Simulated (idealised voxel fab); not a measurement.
Process module in this document: voxel quadruple lines
Square cells of 5 nm make up the cross-section cut, whose width is 240 nm.
Each cross-section below is a grid of square cells, stated as bands in top-down order, with one or more rows of cells making up each band. Basically the band line says how high the top is and how high the bottom is, in nm, and then what's in it from left to right, every material with its width in nm. Empty space shows up as "blank", and if a single material carries "all across" it runs the full band edge to edge. Height 0 is the level under which the wafer as received is all one material. The lowest band goes on downwards, as in "z 0 and below". Quick explanation for "30 to 40": the width changes in equal steps down the rows of cells, from the first number in the band's top row to the second number in its bottom row. Key: "no alterations made" - step with no changed cell in the cross-section. "Catalogued sealed voids" lists enclosed empty spaces (at least 8 cells, no open path upward to the top), each as width x height at distance from the left edge, in nm. What comes after the settings on a step's line is commentary from the simulator itself on that step. Among the settings permitted on a step's line is "overlay nm"; applied to a step with a mask, it specifies the extent to which the mask lay to the right of its planned position, whereas a negative figure signifies a position to the left.

-- These are the steps we planned for the process
- 1: RECEIVE with material Si
- 2: CONFORMAL_DEP with material SiO2, thk nm 5
- 3: DIRECTIONAL_DEP with material W, thk nm 10
- 4: DIRECTIONAL_DEP with material polySi, thk nm 15
- 5: DIRECTIONAL_DEP with material aC, thk nm 20
- 6: PATTERN with tone cover, mask id MANDREL, material resist, width nm 25, pitch nm 80, thk nm 30, overlay nm 0
- 7: DIRECTIONAL_ETCH with etch materials aC, depth nm 20
- 8: STRIP with etch materials resist
- 9: CONFORMAL_DEP with material SiO2, thk nm 15
- 10: DIRECTIONAL_ETCH with etch materials SiO2, depth nm 15
- 11: STRIP with etch materials aC
- 12: DIRECTIONAL_ETCH with etch materials polySi, depth nm 15
- 13: STRIP with etch materials SiO2
- 14: CONFORMAL_DEP with material SiN, thk nm 5
- 15: DIRECTIONAL_ETCH with etch materials SiN, depth nm 5
- 16: STRIP with etch materials polySi
- 17: DIRECTIONAL_ETCH with etch materials W, depth nm 5
- 18: STRIP with etch materials SiN
Wafer-to-wafer difference: depth nm, step 17. Common start. Plan = first wafer's value.

-- Cross-sectional view of the first of several wafers in the as-received condition, corresponding to the state following step 1
> z 0 and below = Si all across
> Catalogued sealed voids: none

-- Take a look at the first of several wafers in cross-section: the module is done, and step 18 was its last step
> z 15 to 10 = blank=45; W=5; blank=15; W=5; blank=15; W=5; blank=15; W=5; blank=15; W=5; blank=15; W=5; blank=15; W=5; blank=15; W=5; blank=50
> z 10 to 5 = W all across
> z 5 to 0 = SiO2 all across
> z 0 and below = Si all across
> Catalogued sealed voids: none

-- The module's end: a cross-section of the last wafer
> z 15 to 5 = blank=45; W=5; blank=15; W=5; blank=15; W=5; blank=15; W=5; blank=15; W=5; blank=15; W=5; blank=15; W=5; blank=15; W=5; blank=50
> z 5 to 0 = SiO2 all across
> z 0 and below = Si all across
> Catalogued sealed voids: none

-- So in this table every wafer gets its own row, and what you see is where it stands at the end of the module: for each material, how many cells it picked up (+) or gave up (-) since we received it, and after that its closed voids
depth nm 5, +48 SiO2, +56 W, Catalogued sealed voids: none
depth nm 10, +48 SiO2, +16 W, Catalogued sealed voids: none
depth nm 15, +48 SiO2, +16 W, Catalogued sealed voids: none
depth nm 20, +48 SiO2, +16 W, Catalogued sealed voids: none
depth nm 25, +48 SiO2, +16 W, Catalogued sealed voids: none
